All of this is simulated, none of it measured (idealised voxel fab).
The process module that follows is named voxel self aligned vias.
It is cross-section cut that appears here, measuring 240 nm in width, its square cells being 5 nm in size.
Cross-section spec: square-cell grid; bands listed top down; each band is one or more rows. Per band: top height and bottom height in nm, followed by the left-to-right materials and their widths in nm; "everywhere" marks a single material spanning edge to edge, "air" marks empty space. Heights are measured from 0, the level below which the as-received wafer is all one material; the lowest band has no bottom and continues downward, written as in "0 down". It should be noted that a width expressed as "30->40" varies in equal increments from row to row of cells within the band, taking the value of the first number at the top row and that of the second number at the bottom row. "nothing altered" for a step: no cell of the cross-section changed in that step. "Closed cavities" specifies each empty space that is not open to the top and that occupies no fewer than 8 cells, using the form width x height at distance, the distance measured from the left edge and all three quantities in nm. Post-settings text on a step line: simulator's own remark regarding the step. Steps that use a mask can have "overlay nm" on their line. It says how far the mask sat to the right of where it was meant to be. Negative means to the left. Before/after cross-section pairs, one process step each; after shown to lowest changed band; step and settings beneath. Pairs may be from different runs of this module on the same starting wafer; a pair continues from the one above only where its "Cross-section, before" entry says so.

[Cross-section, before]
> 0 down  Si everywhere
> Closed cavities: none

[Cross-Section After Step]
> 10 to 0  SiO2 everywhere
> Below a height of 0, the structure has not been altered.
> Closed cavities: none
Operation between the pre and post cross-sections above: CONFORMAL_DEP (material SiO2; thk nm 10)

Cross-section, before: as shown after the step in the preceding pair, directly above.

[Cross-Section After Step]
> 15 to 10  SiCN everywhere
> Below a height of 10, the structure has not been altered.
> Closed cavities: none
Operation between the pre and post cross-sections above: CONFORMAL_DEP (material SiCN; thk nm 5)

Cross-section, before: as shown after the step in the preceding pair, directly above.

[Cross-Section After Step]
> 35 to 15  SiO2 everywhere
> Below a height of 15, the structure has not been altered.
> Closed cavities: none
Operation between the pre and post cross-sections above: DIRECTIONAL_DEP (material SiO2; thk nm 20)

Cross-section, before: as shown after the step in the preceding pair, directly above.

[Cross-Section After Step]
> 55 to 35  resist 75 nm, then air 25 nm, then resist 35 nm, then air 25 nm, then resist 80 nm
> Below a height of 35, the structure has not been altered.
> Closed cavities: none
Operation between the pre and post cross-sections above: PATTERN (tone open; mask id LINES; material resist; width nm 25; pitch nm 60; thk nm 20; overlay nm 0)

Cross-section, before: as shown after the step in the preceding pair, directly above.

[Cross-Section After Step]
> 55 to 35  resist 75 nm, then air 25 nm, then resist 35 nm, then air 25 nm, then resist 80 nm
> 35 to 15  SiO2 75 nm, then air 25 nm, then SiO2 35 nm, then air 25 nm, then SiO2 80 nm
> Below a height of 15, the structure has not been altered.
> Closed cavities: none
Operation between the pre and post cross-sections above: DIRECTIONAL_ETCH (etch materials SiO2; depth nm 20)

Cross-section, before: as shown after the step in the preceding pair, directly above.

[Cross-Section After Step]
> 35 to 15  SiO2 75 nm, then air 25 nm, then SiO2 35 nm, then air 25 nm, then SiO2 80 nm
> Below a height of 15, the structure has not been altered.
> Closed cavities: none
Operation between the pre and post cross-sections above: STRIP (etch materials resist)

Cross-section, before: as shown after the step in the preceding pair, directly above.

[Cross-Section After Step]
> 40 to 35  TiN 80 nm, then air 15 nm, then TiN 45 nm, then air 15 nm, then TiN 85 nm
> 35 to 20  SiO2 75 nm, then TiN 5 nm, then air 15 nm, then TiN 5 nm, then SiO2 35 nm, then TiN 5 nm, then air 15 nm, then TiN 5 nm, then SiO2 80 nm
> 20 to 15  SiO2 75 nm, then TiN 25 nm, then SiO2 35 nm, then TiN 25 nm, then SiO2 80 nm
> Below a height of 15, the structure has not been altered.
> Closed cavities: none
Operation between the pre and post cross-sections above: CONFORMAL_DEP (material TiN; thk nm 5)

Cross-section, before: as shown after the step in the preceding pair, directly above.

[Cross-Section After Step]
> 50 to 40  W everywhere
> 40 to 35  TiN 80 nm, then W 15 nm, then TiN 45 nm, then W 15 nm, then TiN 85 nm
> 35 to 20  SiO2 75 nm, then TiN 5 nm, then W 15 nm, then TiN 5 nm, then SiO2 35 nm, then TiN 5 nm, then W 15 nm, then TiN 5 nm, then SiO2 80 nm
> Below a height of 20, the structure has not been altered.
> Closed cavities: none
Operation between the pre and post cross-sections above: FILL_DEP (material W; thk nm 10)

Cross-section, before: as shown after the step in the preceding pair, directly above.

[Cross-Section After Step]
> 35 to 20  SiO2 75 nm, then TiN 5 nm, then W 15 nm, then TiN 5 nm, then SiO2 35 nm, then TiN 5 nm, then W 15 nm, then TiN 5 nm, then SiO2 80 nm
> Below a height of 20, the structure has not been altered.
> Closed cavities: none
Operation between the pre and post cross-sections above: CMP (height nm 35)

Cross-section, before: as shown after the step in the preceding pair, directly above.

[Cross-Section After Step]
> 35 to 25  SiO2 75 nm, then air 25 nm, then SiO2 35 nm, then air 25 nm, then SiO2 80 nm
> Below a height of 25, the structure has not been altered.
> Closed cavities: none
Operation between the pre and post cross-sections above: SELECTIVE_ETCH (etch materials W Ru TiN; depth nm 10)

Cross-section, before: as shown after the step in the preceding pair, directly above.

[Cross-Section After Step]
> 45 to 35  SiN everywhere
> 35 to 25  SiO2 75 nm, then SiN 25 nm, then SiO2 35 nm, then SiN 25 nm, then SiO2 80 nm
> Below a height of 25, the structure has not been altered.
> Closed cavities: none
Operation between the pre and post cross-sections above: FILL_DEP (material SiN; thk nm 10)

Cross-section, before: as shown after the step in the preceding pair, directly above.

[Cross-Section After Step]
> 35 to 25  SiO2 75 nm, then SiN 25 nm, then SiO2 35 nm, then SiN 25 nm, then SiO2 80 nm
> Below a height of 25, the structure has not been altered.
> Closed cavities: none
Operation between the pre and post cross-sections above: CMP (height nm 35)

Cross-section, before: as shown after the step in the preceding pair, directly above.

[Cross-Section After Step]
> 55 to 35  SiO2 everywhere
> Below a height of 35, the structure has not been altered.
> Closed cavities: none
Operation between the pre and post cross-sections above: DIRECTIONAL_DEP (material SiO2; thk nm 20)

Cross-section, before: as shown after the step in the preceding pair, directly above.

[Cross-Section After Step]
> 70 to 55  aC everywhere
> Below a height of 55, the structure has not been altered.
> Closed cavities: none
Operation between the pre and post cross-sections above: DIRECTIONAL_DEP (material aC; thk nm 15)

Cross-section, before: as shown after the step in the preceding pair, directly above.

[Cross-Section After Step]
> 105 to 70  resist 70 nm, then air 35 nm, then resist 135 nm
> Below a height of 70, the structure has not been altered.
> Closed cavities: none
Operation between the pre and post cross-sections above: PATTERN (tone open; mask id VIAS; material resist; width nm 35; thk nm 35; overlay nm 0)

Cross-section, before: as shown after the step in the preceding pair, directly above.

[Cross-Section After Step]
> 90 to 70  resist 70 nm, then air 35 nm, then resist 135 nm
> 70 to 55  aC 70 nm, then air 35 nm, then aC 135 nm
> Below a height of 55, the structure has not been altered.
> Closed cavities: none
Operation between the pre and post cross-sections above: DIRECTIONAL_ETCH (etch materials aC; depth nm 15)

Cross-section, before: as shown after the step in the preceding pair, directly above.

[Cross-Section After Step]
> 70 to 55  aC 70 nm, then air 35 nm, then aC 135 nm
> Below a height of 55, the structure has not been altered.
> Closed cavities: none
Operation between the pre and post cross-sections above: STRIP (etch materials resist)

Cross-section, before: as shown after the step in the preceding pair, directly above.

[Cross-Section After Step]
> 70 to 55  aC 70 nm, then air 35 nm, then aC 135 nm
> 55 to 35  SiO2 70 nm, then air 35 nm, then SiO2 135 nm
> Below a height of 35, the structure has not been altered.
> Closed cavities: none
Operation between the pre and post cross-sections above: DIRECTIONAL_ETCH (etch materials SiO2; depth nm 20)

Cross-section, before: as shown after the step in the preceding pair, directly above.

[Cross-Section After Step]
> 70 to 55  aC 70 nm, then air 35 nm, then aC 135 nm
> 55 to 35  SiO2 70 nm, then air 35 nm, then SiO2 135 nm
> 35 to 25  SiO2 75 nm, then air 25 nm, then SiO2 35 nm, then SiN 25 nm, then SiO2 80 nm
> Below a height of 25, the structure has not been altered.
> Closed cavities: none
Operation between the pre and post cross-sections above: DIRECTIONAL_ETCH (etch materials SiN; depth nm 10)

Cross-section, before: as shown after the step in the preceding pair, directly above.

[Cross-Section After Step]
> 55 to 35  SiO2 70 nm, then air 35 nm, then SiO2 135 nm
> Below a height of 35, the structure has not been altered.
> Closed cavities: none
Operation between the pre and post cross-sections above: STRIP (etch materials aC)

Cross-section, before: as shown after the step in the preceding pair, directly above.

[Cross-Section After Step]
> 60 to 55  TiN 75 nm, then air 25 nm, then TiN 140 nm
> 55 to 40  SiO2 70 nm, then TiN 5 nm, then air 25 nm, then TiN 5 nm, then SiO2 135 nm
> 40 to 35  SiO2 70 nm, then TiN 10 nm, then air 15 nm, then TiN 10 nm, then SiO2 135 nm
> 35 to 30  SiO2 75 nm, then TiN 5 nm, then air 15 nm, then TiN 5 nm, then SiO2 35 nm, then SiN 25 nm, then SiO2 80 nm
> 30 to 25  SiO2 75 nm, then TiN 25 nm, then SiO2 35 nm, then SiN 25 nm, then SiO2 80 nm
> Below a height of 25, the structure has not been altered.
> Closed cavities: none
Operation between the pre and post cross-sections above: CONFORMAL_DEP (material TiN; thk nm 5)

Cross-section, before: as shown after the step in the preceding pair, directly above.

[Cross-Section After Step]
> 70 to 60  Ru everywhere
> 60 to 55  TiN 75 nm, then Ru 25 nm, then TiN 140 nm
> 55 to 40  SiO2 70 nm, then TiN 5 nm, then Ru 25 nm, then TiN 5 nm, then SiO2 135 nm
> 40 to 35  SiO2 70 nm, then TiN 10 nm, then Ru 15 nm, then TiN 10 nm, then SiO2 135 nm
> 35 to 30  SiO2 75 nm, then TiN 5 nm, then Ru 15 nm, then TiN 5 nm, then SiO2 35 nm, then SiN 25 nm, then SiO2 80 nm
> Below a height of 30, the structure has not been altered.
> Closed cavities: none
Operation between the pre and post cross-sections above: FILL_DEP (material Ru; thk nm 10)

Cross-section, before: as shown after the step in the preceding pair, directly above.

[Cross-Section After Step]
> 55 to 40  SiO2 70 nm, then TiN 5 nm, then Ru 25 nm, then TiN 5 nm, then SiO2 135 nm
> Below a height of 40, the structure has not been altered.
> Closed cavities: none
Operation between the pre and post cross-sections above: CMP (height nm 55)

Cross-section, before: as shown after the step in the preceding pair, directly above.

[Cross-Section After Step]
> 60 to 55  SiN everywhere
> Below a height of 55, the structure has not been altered.
> Closed cavities: none
Operation between the pre and post cross-sections above: CONFORMAL_DEP (material SiN; thk nm 5)

[Cross-section, before]
> 70 to 60  Ru everywhere
> 60 to 55  TiN 75 nm, then Ru 25 nm, then TiN 140 nm
> 55 to 40  SiO2 70 nm, then TiN 5 nm, then Ru 25 nm, then TiN 5 nm, then SiO2 135 nm
> 40 to 35  SiO2 70 nm, then TiN 10 nm, then Ru 15 nm, then TiN 10 nm, then SiO2 135 nm
> 35 to 30  SiO2 75 nm, then TiN 5 nm, then Ru 15 nm, then TiN 5 nm, then SiO2 35 nm, then SiN 25 nm, then SiO2 80 nm
> 30 to 25  SiO2 75 nm, then TiN 25 nm, then SiO2 35 nm, then SiN 25 nm, then SiO2 80 nm
> 25 to 20  SiO2 75 nm, then TiN 5 nm, then W 15 nm, then TiN 5 nm, then SiO2 35 nm, then TiN 5 nm, then W 15 nm, then TiN 5 nm, then SiO2 80 nm
> 20 to 15  SiO2 75 nm, then TiN 25 nm, then SiO2 35 nm, then TiN 25 nm, then SiO2 80 nm
> 15 to 10  SiCN everywhere
> 10 to 0  SiO2 everywhere
> 0 down  Si everywhere
> Closed cavities: none

[Cross-Section After Step]
> 75 to 70  SiN everywhere
> Below a height of 70, the structure has not been altered.
> Closed cavities: none
Operation between the pre and post cross-sections above: CONFORMAL_DEP (material SiN; thk nm 5)

[Cross-section, before]
> 70 to 55  aC 70 nm, then air 35 nm, then aC 135 nm
> 55 to 35  SiO2 70 nm, then air 35 nm, then SiO2 135 nm
> 35 to 25  SiO2 75 nm, then SiN 25 nm, then SiO2 35 nm, then SiN 25 nm, then SiO2 80 nm
> 25 to 20  SiO2 75 nm, then TiN 5 nm, then W 15 nm, then TiN 5 nm, then SiO2 35 nm, then TiN 5 nm, then W 15 nm, then TiN 5 nm, then SiO2 80 nm
> 20 to 15  SiO2 75 nm, then TiN 25 nm, then SiO2 35 nm, then TiN 25 nm, then SiO2 80 nm
> 15 to 10  SiCN everywhere
> 10 to 0  SiO2 everywhere
> 0 down  Si everywhere
> Closed cavities: none

[Cross-Section After Step]
> 70 to 55  aC 70 nm, then air 35 nm, then aC 135 nm
> 55 to 35  SiO2 70 nm, then air 35 nm, then SiO2 135 nm
> 35 to 25  SiO2 70 nm, then air 5 nm, then SiN 25 nm, then air 5 nm, then SiO2 30 nm, then SiN 25 nm, then SiO2 80 nm
> 25 to 20  SiO2 70 nm, then air 5 nm, then TiN 5 nm, then W 15 nm, then TiN 5 nm, then air 5 nm, then SiO2 30 nm, then TiN 5 nm, then W 15 nm, then TiN 5 nm, then SiO2 80 nm
> 20 to 15  SiO2 70 nm, then air 5 nm, then TiN 25 nm, then air 5 nm, then SiO2 30 nm, then TiN 25 nm, then SiO2 80 nm
> Below a height of 15, the structure has not been altered.
> Closed cavities: none
Operation between the pre and post cross-sections above: DIRECTIONAL_ETCH (etch materials SiO2; depth nm 20)

Cross-section, before: as shown after the step in the preceding pair, directly above.

[Cross-Section After Step]
> 70 to 55  aC 70 nm, then air 35 nm, then aC 135 nm
> 55 to 35  SiO2 70 nm, then air 35 nm, then SiO2 135 nm
> 35 to 25  SiO2 70 nm, then air 35 nm, then SiO2 30 nm, then SiN 25 nm, then SiO2 80 nm
> Below a height of 25, the structure has not been altered.
> Closed cavities: none
Operation between the pre and post cross-sections above: DIRECTIONAL_ETCH (etch materials SiN; depth nm 10)

Cross-section, before: as shown after the step in the preceding pair, directly above.

[Cross-Section After Step]
> 55 to 35  SiO2 70 nm, then air 35 nm, then SiO2 135 nm
> Below a height of 35, the structure has not been altered.
> Closed cavities: none
Operation between the pre and post cross-sections above: STRIP (etch materials aC)

Cross-section, before: as shown after the step in the preceding pair, directly above.

[Cross-Section After Step]
> 60 to 55  TiN 75 nm, then air 25 nm, then TiN 140 nm
> 55 to 35  SiO2 70 nm, then TiN 5 nm, then air 25 nm, then TiN 5 nm, then SiO2 135 nm
> 35 to 30  SiO2 70 nm, then TiN 5 nm, then air 25 nm, then TiN 5 nm, then SiO2 30 nm, then SiN 25 nm, then SiO2 80 nm
> 30 to 25  SiO2 70 nm, then TiN 35 nm, then SiO2 30 nm, then SiN 25 nm, then SiO2 80 nm
> 25 to 20  SiO2 70 nm, then TiN 10 nm, then W 15 nm, then TiN 10 nm, then SiO2 30 nm, then TiN 5 nm, then W 15 nm, then TiN 5 nm, then SiO2 80 nm
> 20 to 15  SiO2 70 nm, then TiN 35 nm, then SiO2 30 nm, then TiN 25 nm, then SiO2 80 nm
> Below a height of 15, the structure has not been altered.
> Closed cavities: none
Operation between the pre and post cross-sections above: CONFORMAL_DEP (material TiN; thk nm 5)

Cross-section, before: as shown after the step in the preceding pair, directly above.

[Cross-Section After Step]
> 70 to 60  Ru everywhere
> 60 to 55  TiN 75 nm, then Ru 25 nm, then TiN 140 nm
> 55 to 35  SiO2 70 nm, then TiN 5 nm, then Ru 25 nm, then TiN 5 nm, then SiO2 135 nm
> 35 to 30  SiO2 70 nm, then TiN 5 nm, then Ru 25 nm, then TiN 5 nm, then SiO2 30 nm, then SiN 25 nm, then SiO2 80 nm
> Below a height of 30, the structure has not been altered.
> Closed cavities: none
Operation between the pre and post cross-sections above: FILL_DEP (material Ru; thk nm 10)

Cross-section, before: as shown after the step in the preceding pair, directly above.

[Cross-Section After Step]
> 55 to 35  SiO2 70 nm, then TiN 5 nm, then Ru 25 nm, then TiN 5 nm, then SiO2 135 nm
> Below a height of 35, the structure has not been altered.
> Closed cavities: none
Operation between the pre and post cross-sections above: CMP (height nm 55)

Cross-section, before: as shown after the step in the preceding pair, directly above.

[Cross-Section After Step]
> 60 to 55  SiN everywhere
> Below a height of 55, the structure has not been altered.
> Closed cavities: none
Operation between the pre and post cross-sections above: CONFORMAL_DEP (material SiN; thk nm 5)

[Cross-section, before]
> 0 down  Si everywhere
> Closed cavities: none

[Cross-Section After Step]
> 5 to 0  SiCN everywhere
> Below a height of 0, the structure has not been altered.
> Closed cavities: none
Operation between the pre and post cross-sections above: CONFORMAL_DEP (material SiCN; thk nm 5)

Cross-section, before: as shown after the step in the preceding pair, directly above.

[Cross-Section After Step]
> 15 to 5  SiO2 everywhere
> Below a height of 5, the structure has not been altered.
> Closed cavities: none
Operation between the pre and post cross-sections above: CONFORMAL_DEP (material SiO2; thk nm 10)

Cross-section, before: as shown after the step in the preceding pair, directly above.

[Cross-Section After Step]
> 35 to 5  SiO2 everywhere
> Below a height of 5, the structure has not been altered.
> Closed cavities: none
Operation between the pre and post cross-sections above: DIRECTIONAL_DEP (material SiO2; thk nm 20)

Cross-section, before: as shown after the step in the preceding pair, directly above.

[Cross-Section After Step]
> 55 to 35  resist 75 nm, then air 25 nm, then resist 35 nm, then air 25 nm, then resist 80 nm
> Below a height of 35, the structure has not been altered.
> Closed cavities: none
Operation between the pre and post cross-sections above: PATTERN (tone open; mask id LINES; material resist; width nm 25; pitch nm 60; thk nm 20; overlay nm 0)

Cross-section, before: as shown after the step in the preceding pair, directly above.

[Cross-Section After Step]
> 55 to 35  resist 75 nm, then air 25 nm, then resist 35 nm, then air 25 nm, then resist 80 nm
> 35 to 15  SiO2 75 nm, then air 25 nm, then SiO2 35 nm, then air 25 nm, then SiO2 80 nm
> Below a height of 15, the structure has not been altered.
> Closed cavities: none
Operation between the pre and post cross-sections above: DIRECTIONAL_ETCH (etch materials SiO2; depth nm 20)

Cross-section, before: as shown after the step in the preceding pair, directly above.

[Cross-Section After Step]
> 35 to 15  SiO2 75 nm, then air 25 nm, then SiO2 35 nm, then air 25 nm, then SiO2 80 nm
> Below a height of 15, the structure has not been altered.
> Closed cavities: none
Operation between the pre and post cross-sections above: STRIP (etch materials resist)

Cross-section, before: as shown after the step in the preceding pair, directly above.

[Cross-Section After Step]
> 40 to 35  TiN 80 nm, then air 15 nm, then TiN 45 nm, then air 15 nm, then TiN 85 nm
> 35 to 20  SiO2 75 nm, then TiN 5 nm, then air 15 nm, then TiN 5 nm, then SiO2 35 nm, then TiN 5 nm, then air 15 nm, then TiN 5 nm, then SiO2 80 nm
> 20 to 15  SiO2 75 nm, then TiN 25 nm, then SiO2 35 nm, then TiN 25 nm, then SiO2 80 nm
> Below a height of 15, the structure has not been altered.
> Closed cavities: none
Operation between the pre and post cross-sections above: CONFORMAL_DEP (material TiN; thk nm 5)

Cross-section, before: as shown after the step in the preceding pair, directly above.

[Cross-Section After Step]
> 50 to 40  W everywhere
> 40 to 35  TiN 80 nm, then W 15 nm, then TiN 45 nm, then W 15 nm, then TiN 85 nm
> 35 to 20  SiO2 75 nm, then TiN 5 nm, then W 15 nm, then TiN 5 nm, then SiO2 35 nm, then TiN 5 nm, then W 15 nm, then TiN 5 nm, then SiO2 80 nm
> Below a height of 20, the structure has not been altered.
> Closed cavities: none
Operation between the pre and post cross-sections above: FILL_DEP (material W; thk nm 10)

Cross-section, before: as shown after the step in the preceding pair, directly above.

[Cross-Section After Step]
> 35 to 20  SiO2 75 nm, then TiN 5 nm, then W 15 nm, then TiN 5 nm, then SiO2 35 nm, then TiN 5 nm, then W 15 nm, then TiN 5 nm, then SiO2 80 nm
> Below a height of 20, the structure has not been altered.
> Closed cavities: none
Operation between the pre and post cross-sections above: CMP (height nm 35)

Cross-section, before: as shown after the step in the preceding pair, directly above.

[Cross-Section After Step]
> 35 to 25  SiO2 75 nm, then air 25 nm, then SiO2 35 nm, then air 25 nm, then SiO2 80 nm
> Below a height of 25, the structure has not been altered.
> Closed cavities: none
Operation between the pre and post cross-sections above: SELECTIVE_ETCH (etch materials W Ru TiN; depth nm 10)

Cross-section, before: as shown after the step in the preceding pair, directly above.

[Cross-Section After Step]
> 45 to 35  SiN everywhere
> 35 to 25  SiO2 75 nm, then SiN 25 nm, then SiO2 35 nm, then SiN 25 nm, then SiO2 80 nm
> Below a height of 25, the structure has not been altered.
> Closed cavities: none
Operation between the pre and post cross-sections above: FILL_DEP (material SiN; thk nm 10)

Cross-section, before: as shown after the step in the preceding pair, directly above.

[Cross-Section After Step]
> 35 to 25  SiO2 75 nm, then SiN 25 nm, then SiO2 35 nm, then SiN 25 nm, then SiO2 80 nm
> Below a height of 25, the structure has not been altered.
> Closed cavities: none
Operation between the pre and post cross-sections above: CMP (height nm 35)

Cross-section, before: as shown after the step in the preceding pair, directly above.

[Cross-Section After Step]
> 55 to 35  SiO2 everywhere
> Below a height of 35, the structure has not been altered.
> Closed cavities: none
Operation between the pre and post cross-sections above: DIRECTIONAL_DEP (material SiO2; thk nm 20)

Cross-section, before: as shown after the step in the preceding pair, directly above.

[Cross-Section After Step]
> 70 to 55  aC everywhere
> Below a height of 55, the structure has not been altered.
> Closed cavities: none
Operation between the pre and post cross-sections above: DIRECTIONAL_DEP (material aC; thk nm 15)

Cross-section, before: as shown after the step in the preceding pair, directly above.

[Cross-Section After Step]
> 105 to 70  resist 70 nm, then air 35 nm, then resist 135 nm
> Below a height of 70, the structure has not been altered.
> Closed cavities: none
Operation between the pre and post cross-sections above: PATTERN (tone open; mask id VIAS; material resist; width nm 35; thk nm 35; overlay nm 0)

Cross-section, before: as shown after the step in the preceding pair, directly above.

[Cross-Section After Step]
> 90 to 70  resist 70 nm, then air 35 nm, then resist 135 nm
> 70 to 55  aC 70 nm, then air 35 nm, then aC 135 nm
> Below a height of 55, the structure has not been altered.
> Closed cavities: none
Operation between the pre and post cross-sections above: DIRECTIONAL_ETCH (etch materials aC; depth nm 15)

Cross-section, before: as shown after the step in the preceding pair, directly above.

[Cross-Section After Step]
> 70 to 55  aC 70 nm, then air 35 nm, then aC 135 nm
> Below a height of 55, the structure has not been altered.
> Closed cavities: none
Operation between the pre and post cross-sections above: STRIP (etch materials resist)

Cross-section, before: as shown after the step in the preceding pair, directly above.

[Cross-Section After Step]
> 70 to 55  aC 70 nm, then air 35 nm, then aC 135 nm
> 55 to 35  SiO2 70 nm, then air 35 nm, then SiO2 135 nm
> Below a height of 35, the structure has not been altered.
> Closed cavities: none
Operation between the pre and post cross-sections above: DIRECTIONAL_ETCH (etch materials SiO2; depth nm 20)

Cross-section, before: as shown after the step in the preceding pair, directly above.

[Cross-Section After Step]
> 70 to 55  aC 70 nm, then air 35 nm, then aC 135 nm
> 55 to 35  SiO2 70 nm, then air 35 nm, then SiO2 135 nm
> 35 to 25  SiO2 75 nm, then air 25 nm, then SiO2 35 nm, then SiN 25 nm, then SiO2 80 nm
> Below a height of 25, the structure has not been altered.
> Closed cavities: none
Operation between the pre and post cross-sections above: DIRECTIONAL_ETCH (etch materials SiN; depth nm 10)

Cross-section, before: as shown after the step in the preceding pair, directly above.

[Cross-Section After Step]
> 55 to 35  SiO2 70 nm, then air 35 nm, then SiO2 135 nm
> Below a height of 35, the structure has not been altered.
> Closed cavities: none
Operation between the pre and post cross-sections above: STRIP (etch materials aC)

Cross-section, before: as shown after the step in the preceding pair, directly above.

[Cross-Section After Step]
> 60 to 55  TiN 75 nm, then air 25 nm, then TiN 140 nm
> 55 to 40  SiO2 70 nm, then TiN 5 nm, then air 25 nm, then TiN 5 nm, then SiO2 135 nm
> 40 to 35  SiO2 70 nm, then TiN 10 nm, then air 15 nm, then TiN 10 nm, then SiO2 135 nm
> 35 to 30  SiO2 75 nm, then TiN 5 nm, then air 15 nm, then TiN 5 nm, then SiO2 35 nm, then SiN 25 nm, then SiO2 80 nm
> 30 to 25  SiO2 75 nm, then TiN 25 nm, then SiO2 35 nm, then SiN 25 nm, then SiO2 80 nm
> Below a height of 25, the structure has not been altered.
> Closed cavities: none
Operation between the pre and post cross-sections above: CONFORMAL_DEP (material TiN; thk nm 5)

Cross-section, before: as shown after the step in the preceding pair, directly above.

[Cross-Section After Step]
> 70 to 60  Ru everywhere
> 60 to 55  TiN 75 nm, then Ru 25 nm, then TiN 140 nm
> 55 to 40  SiO2 70 nm, then TiN 5 nm, then Ru 25 nm, then TiN 5 nm, then SiO2 135 nm
> 40 to 35  SiO2 70 nm, then TiN 10 nm, then Ru 15 nm, then TiN 10 nm, then SiO2 135 nm
> 35 to 30  SiO2 75 nm, then TiN 5 nm, then Ru 15 nm, then TiN 5 nm, then SiO2 35 nm, then SiN 25 nm, then SiO2 80 nm
> Below a height of 30, the structure has not been altered.
> Closed cavities: none
Operation between the pre and post cross-sections above: FILL_DEP (material Ru; thk nm 10)

Cross-section, before: as shown after the step in the preceding pair, directly above.

[Cross-Section After Step]
> 55 to 40  SiO2 70 nm, then TiN 5 nm, then Ru 25 nm, then TiN 5 nm, then SiO2 135 nm
> Below a height of 40, the structure has not been altered.
> Closed cavities: none
Operation between the pre and post cross-sections above: CMP (height nm 55)

Cross-section, before: as shown after the step in the preceding pair, directly above.

[Cross-Section After Step]
> 60 to 55  SiN everywhere
> Below a height of 55, the structure has not been altered.
> Closed cavities: none
Operation between the pre and post cross-sections above: CONFORMAL_DEP (material SiN; thk nm 5)

[Cross-section, before]
> 35 to 25  SiO2 75 nm, then SiN 25 nm, then SiO2 35 nm, then SiN 25 nm, then SiO2 80 nm
> 25 to 20  SiO2 75 nm, then TiN 5 nm, then W 15 nm, then TiN 5 nm, then SiO2 35 nm, then TiN 5 nm, then W 15 nm, then TiN 5 nm, then SiO2 80 nm
> 20 to 15  SiO2 75 nm, then TiN 25 nm, then SiO2 35 nm, then TiN 25 nm, then SiO2 80 nm
> 15 to 10  SiCN everywhere
> 10 to 0  SiO2 everywhere
> 0 down  Si everywhere
> Closed cavities: none

[Cross-Section After Step]
> 50 to 35  SiO2 everywhere
> Below a height of 35, the structure has not been altered.
> Closed cavities: none
Operation between the pre and post cross-sections above: DIRECTIONAL_DEP (material SiO2; thk nm 15)

Cross-section, before: as shown after the step in the preceding pair, directly above.

[Cross-Section After Step]
> 65 to 50  aC everywhere
> Below a height of 50, the structure has not been altered.
> Closed cavities: none
Operation between the pre and post cross-sections above: DIRECTIONAL_DEP (material aC; thk nm 15)

Cross-section, before: as shown after the step in the preceding pair, directly above.

[Cross-Section After Step]
> 100 to 65  resist 70 nm, then air 35 nm, then resist 135 nm
> Below a height of 65, the structure has not been altered.
> Closed cavities: none
Operation between the pre and post cross-sections above: PATTERN (tone open; mask id VIAS; material resist; width nm 35; thk nm 35; overlay nm 0)

Cross-section, before: as shown after the step in the preceding pair, directly above.

[Cross-Section After Step]
> 85 to 65  resist 70 nm, then air 35 nm, then resist 135 nm
> 65 to 50  aC 70 nm, then air 35 nm, then aC 135 nm
> Below a height of 50, the structure has not been altered.
> Closed cavities: none
Operation between the pre and post cross-sections above: DIRECTIONAL_ETCH (etch materials aC; depth nm 15)

Cross-section, before: as shown after the step in the preceding pair, directly above.

[Cross-Section After Step]
> 65 to 50  aC 70 nm, then air 35 nm, then aC 135 nm
> Below a height of 50, the structure has not been altered.
> Closed cavities: none
Operation between the pre and post cross-sections above: STRIP (etch materials resist)

Cross-section, before: as shown after the step in the preceding pair, directly above.

[Cross-Section After Step]
> 65 to 50  aC 70 nm, then air 35 nm, then aC 135 nm
> 50 to 35  SiO2 70 nm, then air 35 nm, then SiO2 135 nm
> 35 to 30  SiO2 70 nm, then air 5 nm, then SiN 25 nm, then air 5 nm, then SiO2 30 nm, then SiN 25 nm, then SiO2 80 nm
> Below a height of 30, the structure has not been altered.
> Closed cavities: none
Operation between the pre and post cross-sections above: DIRECTIONAL_ETCH (etch materials SiO2; depth nm 20)

Cross-section, before: as shown after the step in the preceding pair, directly above.

[Cross-Section After Step]
> 65 to 50  aC 70 nm, then air 35 nm, then aC 135 nm
> 50 to 35  SiO2 70 nm, then air 35 nm, then SiO2 135 nm
> 35 to 25  SiO2 70->75 nm, then air 35->25 nm, then SiO2 30->35 nm, then SiN 25 nm, then SiO2 80 nm
> Below a height of 25, the structure has not been altered.
> Closed cavities: none
Operation between the pre and post cross-sections above: DIRECTIONAL_ETCH (etch materials SiN; depth nm 10)

Cross-section, before: as shown after the step in the preceding pair, directly above.

[Cross-Section After Step]
> 50 to 35  SiO2 70 nm, then air 35 nm, then SiO2 135 nm
> Below a height of 35, the structure has not been altered.
> Closed cavities: none
Operation between the pre and post cross-sections above: STRIP (etch materials aC)

Cross-section, before: as shown after the step in the preceding pair, directly above.

[Cross-Section After Step]
> 55 to 50  TiN 75 nm, then air 25 nm, then TiN 140 nm
> 50 to 35  SiO2 70 nm, then TiN 5 nm, then air 25 nm, then TiN 5 nm, then SiO2 135 nm
> 35 to 30  SiO2 70 nm, then TiN 10 nm, then air 15 nm, then TiN 10 nm, then SiO2 30 nm, then SiN 25 nm, then SiO2 80 nm
> 30 to 25  SiO2 75 nm, then TiN 25 nm, then SiO2 35 nm, then SiN 25 nm, then SiO2 80 nm
> Below a height of 25, the structure has not been altered.
> Closed cavities: none
Operation between the pre and post cross-sections above: CONFORMAL_DEP (material TiN; thk nm 5)

Cross-section, before: as shown after the step in the preceding pair, directly above.

[Cross-Section After Step]
> 65 to 55  Ru everywhere
> 55 to 50  TiN 75 nm, then Ru 25 nm, then TiN 140 nm
> 50 to 35  SiO2 70 nm, then TiN 5 nm, then Ru 25 nm, then TiN 5 nm, then SiO2 135 nm
> 35 to 30  SiO2 70 nm, then TiN 10 nm, then Ru 15 nm, then TiN 10 nm, then SiO2 30 nm, then SiN 25 nm, then SiO2 80 nm
> Below a height of 30, the structure has not been altered.
> Closed cavities: none
Operation between the pre and post cross-sections above: FILL_DEP (material Ru; thk nm 10)

Cross-section, before: as shown after the step in the preceding pair, directly above.

[Cross-Section After Step]
> 55 to 50  TiN 75 nm, then Ru 25 nm, then TiN 140 nm
> Below a height of 50, the structure has not been altered.
> Closed cavities: none
Operation between the pre and post cross-sections above: CMP (height nm 55)

Cross-section, before: as shown after the step in the preceding pair, directly above.

[Cross-Section After Step]
> 60 to 55  SiN everywhere
> Below a height of 55, the structure has not been altered.
> Closed cavities: none
Operation between the pre and post cross-sections above: CONFORMAL_DEP (material SiN; thk nm 5)
